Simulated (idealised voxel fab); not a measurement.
The following is a process module called voxel trench capacitor.
The cross-section on display is named cut; it measures 255 nm wide, and its cells are 5 nm squares.
We lay out every cross-section as a grid of square cells and spell it out in bands from the top down, where one band means one or more rows of cells. For a band, the entry starts with two heights in nm, that of the top and then that of the bottom, and carries on with the band's materials in order from left to right, each alongside its width in nm; the word "full width" beside a single material means it fills the band edge to edge, and "air" means empty space. Note: height 0 marks the level under which the wafer is uniformly one material as received. Lowest band unbounded below, written "from 0 down". So if you see something like "30->40" for the width, read it as the top row of the band sitting at the first number and the bottom row at the second, with every row in between moving by the same amount as the last. Reading "no alteration" for a step: not a cell of the cross-section changed in it. "Enclosed void list": sealed empty spaces, 8 cells or more, no open way to top, listed width x height at distance, with distance from the left edge and width, height and distance in nm. The remark found on a step's line after its settings is issued by the simulator itself and pertains to that step. Steps that use a mask can have "overlay nm" on their line. It says how far the mask sat to the right of where it was meant to be. Negative means to the left.
The following list gives the planned process steps
- 1: RECEIVE,material Si
- 2: CONFORMAL_DEP,material SiN,thk nm 5
- 3: PATTERN,tone open,mask id TRENCH,material resist,width nm 15,pitch nm 40,thk nm 20,overlay nm 0
- 4: DIRECTIONAL_ETCH,etch materials SiN,depth nm 5
- 5: DIRECTIONAL_ETCH,etch materials Si,depth nm 30
- 6: STRIP,etch materials resist
- 7: CONFORMAL_DEP,material HfO2,thk nm 5
- 8: CONFORMAL_DEP,material TiN,thk nm 5
- 9: FILL_DEP,material W,thk nm 5
- 10: CMP,height nm 5
Every wafer here starts from the same state; it is the step 3 width nm that distinguishes them, and the value the plan gives belongs to the first wafer.
First wafer as received, after step 1
  from 0 down | Si full width
  Enclosed void list: none
The following table contains a row per wafer, in which are reported, at the conclusion of the module, the cells of each material gained (+) or lost (-) since the wafer's receipt, with its closed voids given thereafter
width nm 15, +30 HfO2, -36 Si, +45 SiN, +12 TiN, Enclosed void list: none
width nm 20, +32 HfO2, -48 Si, +43 SiN, +24 TiN, Enclosed void list: none
width nm 25, +34 HfO2, -60 Si, +41 SiN, +26 TiN, +10 W, Enclosed void list: none
